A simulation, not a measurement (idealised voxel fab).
process module | voxel transistor to metal
cross-section cut | 180 nm wide | cells 5 nm
A cross-section is a grid of square cells, given in bands from the top down. A band is one or more rows of cells.
Each band's line starts with the height of the band's top and of its bottom, in nm. Then come its materials from left to right, each with its width in nm. One material with "throughout" fills the band from edge to edge. "air" is empty space.
Height 0 is the level under which the wafer as received is all one material. The lowest band goes on downwards, as in "0 down".
A width such as "30 to 40" changes by the same amount from each row of cells to the next, from the band's top row to its bottom row.
"no change" after a step means that no cell of the cross-section changed.
closed voids: empty space of 8 cells or more with no open way to the top, each as width x height at its distance from the left edge, in nm
after a step's settings: what the simulator itself notes on the step
overlay nm, on a step with a mask: how far to the right of its planned place the mask lay; to the left if negative
plan
1 op RECEIVE | material Si
2 op OXIDIZE | depth nm 5
3 op CONFORMAL_DEP | material SiN | thk nm 15
4 op DIRECTIONAL_DEP | material aC | thk nm 15
5 op PATTERN | tone cover | mask id ACTIVE | material resist | width nm 95 | thk nm 35 | overlay nm 0
6 op DIRECTIONAL_ETCH | etch materials aC | depth nm 15
7 op STRIP | etch materials resist
8 op DIRECTIONAL_ETCH | etch materials SiN | depth nm 15
9 op DIRECTIONAL_ETCH | etch materials SiO2 | depth nm 5
10 op DIRECTIONAL_ETCH | etch materials Si | depth nm 20
11 op STRIP | etch materials aC
12 op OXIDIZE | depth nm 5
13 op FILL_DEP | material SiO2 | thk nm 15
14 op CMP | height nm 15
15 op SELECTIVE_ETCH | etch materials SiO2 | depth nm 5
16 op STRIP | etch materials SiN
17 op SELECTIVE_ETCH | etch materials SiO2 | depth nm 5
18 op OXIDIZE | depth nm 5
19 op DIRECTIONAL_DEP | material polySi | thk nm 20
20 op DIRECTIONAL_DEP | material SiCN | thk nm 15
21 op DIRECTIONAL_DEP | material aC | thk nm 10
22 op PATTERN | tone cover | mask id GATE | material resist | width nm 15 | thk nm 30 | overlay nm 0
23 op DIRECTIONAL_ETCH | etch materials aC | depth nm 10
24 op STRIP | etch materials resist
25 op DIRECTIONAL_ETCH | etch materials SiCN | depth nm 25
26 op DIRECTIONAL_ETCH | etch materials polySi | depth nm 30
27 op STRIP | etch materials aC
28 op CONFORMAL_DEP | material SiO2 | thk nm 5
29 op DIRECTIONAL_ETCH | etch materials SiO2 | depth nm 5
30 op CONFORMAL_DEP | material SiN | thk nm 5
31 op DIRECTIONAL_ETCH | etch materials SiN | depth nm 5
32 op DIRECTIONAL_ETCH | etch materials SiO2 | depth nm 5
33 op DIRECTIONAL_ETCH | etch materials Si | depth nm 10
34 op EPI | material SiGe | thk nm 10
35 op FILL_DEP | material SiO2 | thk nm 10
36 op CMP | height nm 30
37 op DIRECTIONAL_DEP | material SiO2 | thk nm 10
38 op DIRECTIONAL_DEP | material aC | thk nm 10
39 op PATTERN | tone open | mask id CONTACT | material resist | width nm 30 | pitch nm 55 | thk nm 25 | overlay nm 0
40 op DIRECTIONAL_ETCH | etch materials aC | depth nm 10
41 op STRIP | etch materials resist
42 op DIRECTIONAL_ETCH | etch materials SiO2 | depth nm 50
43 op STRIP | etch materials aC
44 op CONFORMAL_DEP | material TiN | thk nm 5
45 op FILL_DEP | material Ru | thk nm 10
46 op CMP | height nm 40
47 op CONFORMAL_DEP | material SiN | thk nm 5
48 op DIRECTIONAL_DEP | material lowk | thk nm 20
49 op PATTERN | tone open | mask id METAL_1 | material resist | width nm 15 | pitch nm 70 | thk nm 20 | overlay nm 0
50 op DIRECTIONAL_ETCH | etch materials lowk | depth nm 20
51 op DIRECTIONAL_ETCH | etch materials SiN | depth nm 5
52 op STRIP | etch materials resist
53 op CONFORMAL_DEP | material TiN | thk nm 5
54 op FILL_DEP | material Ru | thk nm 5
55 op CMP | height nm 65
56 op EPI | material Ru | thk nm 5
57 op FILL_DEP | material SiCN | thk nm 5
58 op DIRECTIONAL_DEP | material lowk | thk nm 30
59 op DIRECTIONAL_DEP | material aC | thk nm 15
60 op PATTERN | tone open | mask id METAL_2 | material resist | width nm 15 | pitch nm 70 | thk nm 35 | overlay nm 0
61 op DIRECTIONAL_ETCH | etch materials aC | depth nm 15
62 op STRIP | etch materials resist
63 op DIRECTIONAL_ETCH | etch materials lowk | depth nm 15
64 op STRIP | etch materials aC
65 op DIRECTIONAL_DEP | material aC | thk nm 10
66 op PATTERN | tone open | mask id METAL_2_HOLES | material resist | width nm 15 | pitch nm 70 | thk nm 30 | overlay nm 0
67 op DIRECTIONAL_ETCH | etch materials aC | depth nm 10
68 op STRIP | etch materials resist
69 op DIRECTIONAL_ETCH | etch materials lowk | depth nm 15
70 op DIRECTIONAL_ETCH | etch materials SiCN | depth nm 5
71 op STRIP | etch materials aC
72 op CONFORMAL_DEP | material TiN | thk nm 5
73 op FILL_DEP | material Cu | thk nm 5
74 op CMP | height nm 105
75 op CONFORMAL_DEP | material SiCN | thk nm 5
as received, after step 1
  0 down: Si throughout
  closed voids: none
a wafer at the end: this start, this plan, one mistake
  110 to 105: SiCN throughout
  105 to 75: lowk 45 | TiN 5 | Cu 5 | TiN 5 | lowk 55 | TiN 5 | Cu 5 | TiN 5 | lowk 50
  75 to 70: SiCN 45 | TiN 15 | SiCN 55 | TiN 15 | SiCN 50
  70 to 65: SiCN 40 | Ru 25 | SiCN 45 | Ru 25 | SiCN 45
  65 to 45: lowk 45 | TiN 5 | Ru 5 | TiN 5 | lowk 55 | TiN 5 | Ru 5 | TiN 5 | lowk 50
  45 to 40: SiN 45 | TiN 15 | SiN 55 | TiN 15 | SiN 50
  40 to 30: SiO2 45 | TiN 5 | Ru 20 | TiN 5 | SiO2 25 | TiN 5 | Ru 20 | TiN 5 | SiO2 50
  30 to 15: SiO2 45 | TiN 5 | Ru 20 | TiN 5 | SiN 5 | SiCN 15 | SiN 5 | TiN 5 | Ru 20 | TiN 5 | SiO2 50
  15 to 5: SiO2 45 | TiN 5 | Ru 20 | TiN 5 | SiN 5 | polySi 15 | SiN 5 | TiN 5 | Ru 20 | TiN 5 | SiO2 50
  5 to 0: SiO2 45 | TiN 5 | Ru 10 | TiN 15 | SiN 5 | polySi 15 | SiN 5 | TiN 15 | Ru 10 | TiN 5 | SiO2 50
  0 to -5: SiO2 35 | SiN 5 | SiO2 5 | TiN 5 | Ru 10 | TiN 5 | SiGe 10 | SiN 5 | polySi 15 | SiN 5 | SiGe 10 | TiN 5 | Ru 10 | TiN 5 | SiO2 5 | SiN 5 | SiO2 40
  -5 to -10: SiO2 35 | SiN 5 | SiO2 5 | TiN 20 | SiGe 10 | SiN 5 | SiO2 15 | SiN 5 | SiGe 10 | TiN 20 | SiO2 5 | SiN 5 | SiO2 40
  -10 to -20: SiO2 40 to 45 | SiGe 35 to 30 | Si 25 | SiGe 35 to 30 | SiO2 45 to 50
  -20 to -30: SiO2 45 | Si 85 | SiO2 50
  -30 down: Si throughout
  closed voids: none
what went wrong: step 28 was left out
